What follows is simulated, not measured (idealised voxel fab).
Module name: voxel trench capacitor (process module)
We display cut, a cross-section 195 nm in width whose square cells are each 5 nm.
The cross-sections in this document take the form of a grid made of square cells. They are written out as bands, in order from top to bottom. Each band consists of one or more rows of cells. A band entry consists of two parts. The first gives the height of the band's top and the height of its bottom, in nm. The rest lists the band's materials from left to right, each with its width in nm. A single material labelled with the word "all across" fills the band from edge to edge, and the word "blank" marks empty space. Height is counted from the level 0, under which the received wafer is composed throughout of one material. The lowest of the bands is not closed at the bottom but continues downward, in the notation "0..down". So if you see something like "30..40" for the width, read it as the top row of the band sitting at the first number and the bottom row at the second, with every row in between moving by the same amount as the last. Take "nothing altered" at face value: in the step it is given for, the cross-section changed in none of its cells. Heads up: "Enclosed void list" only lists the empty pockets with no open path to the top that are 8 cells or more, and it writes them as width x height at distance, distance from the left edge, in nm. Read whatever lies past the settings on a step's line as the simulator's own remark about the step. On any step carrying a mask, the "overlay nm" setting, if present on the step's line, tells how far right of its planned place the mask lay; negative values point to the left.
These are the steps we planned for the process:
- 1: RECEIVE,material Si
- 2: CONFORMAL_DEP,material SiN,thk nm 5
- 3: DIRECTIONAL_DEP,material aC,thk nm 15
- 4: PATTERN,tone open,mask id TRENCH,material resist,width nm 25,pitch nm 50,thk nm 30,overlay nm 0
- 5: DIRECTIONAL_ETCH,etch materials aC,depth nm 15
- 6: STRIP,etch materials resist
- 7: DIRECTIONAL_ETCH,etch materials SiN,depth nm 5
- 8: DIRECTIONAL_ETCH,etch materials Si,depth nm 40
- 9: STRIP,etch materials aC
- 10: CONFORMAL_DEP,material Al2O3,thk nm 5
- 11: CONFORMAL_DEP,material TiN,thk nm 5
- 12: FILL_DEP,material W,thk nm 10
- 13: CMP,height nm 5
Cross-section of the wafer upon arrival, representing the state reached after step 1:
  0..down  Si all across
  Enclosed void list: none
End-of-module XS, first of two wafers, run as planned:
  5..0  SiN 35  Al2O3 5  TiN 5  W 5  TiN 5  Al2O3 5  SiN 25  Al2O3 5  TiN 5  W 5  TiN 5  Al2O3 5  SiN 25  Al2O3 5  TiN 5  W 5  TiN 5  Al2O3 5  SiN 35
  0..-30  Si 35  Al2O3 5  TiN 5  W 5  TiN 5  Al2O3 5  Si 25  Al2O3 5  TiN 5  W 5  TiN 5  Al2O3 5  Si 25  Al2O3 5  TiN 5  W 5  TiN 5  Al2O3 5  Si 35
  -30..-35  Si 35  Al2O3 5  TiN 15  Al2O3 5  Si 25  Al2O3 5  TiN 15  Al2O3 5  Si 25  Al2O3 5  TiN 15  Al2O3 5  Si 35
  -35..-40  Si 35  Al2O3 25  Si 25  Al2O3 25  Si 25  Al2O3 25  Si 35
  -40..down  Si all across
  Enclosed void list: none
Cross-section, second wafer: same start as the first, same plan as the first, one mistake in running it; taken at the end of the module:
  5..0  W 25  TiN 5  Al2O3 5  SiN 25  Al2O3 5  TiN 5  W 5  TiN 5  Al2O3 5  SiN 25  Al2O3 5  TiN 5  W 5  TiN 5  Al2O3 5  SiN 25  Al2O3 5  TiN 5  W 25
  0..-30  W 25  TiN 5  Al2O3 5  Si 25  Al2O3 5  TiN 5  W 5  TiN 5  Al2O3 5  Si 25  Al2O3 5  TiN 5  W 5  TiN 5  Al2O3 5  Si 25  Al2O3 5  TiN 5  W 25
  -30..-35  TiN 30  Al2O3 5  Si 25  Al2O3 5  TiN 15  Al2O3 5  Si 25  Al2O3 5  TiN 15  Al2O3 5  Si 25  Al2O3 5  TiN 30
  -35..-40  Al2O3 35  Si 25  Al2O3 25  Si 25  Al2O3 25  Si 25  Al2O3 35
  -40..down  Si all across
  Enclosed void list: none
Against the plan, the run slipped here: rather than as planned, step 4 actually ran as PATTERN,tone cover,mask id TRENCH,material resist,width nm 25,pitch nm 50,thk nm 30,overlay nm 0
Final cells, second wafer relative to first, materials higher or lower: Al2O3: 9 more; Si: 72 fewer; SiN: 9 fewer; TiN: 9 more; W: 63 more
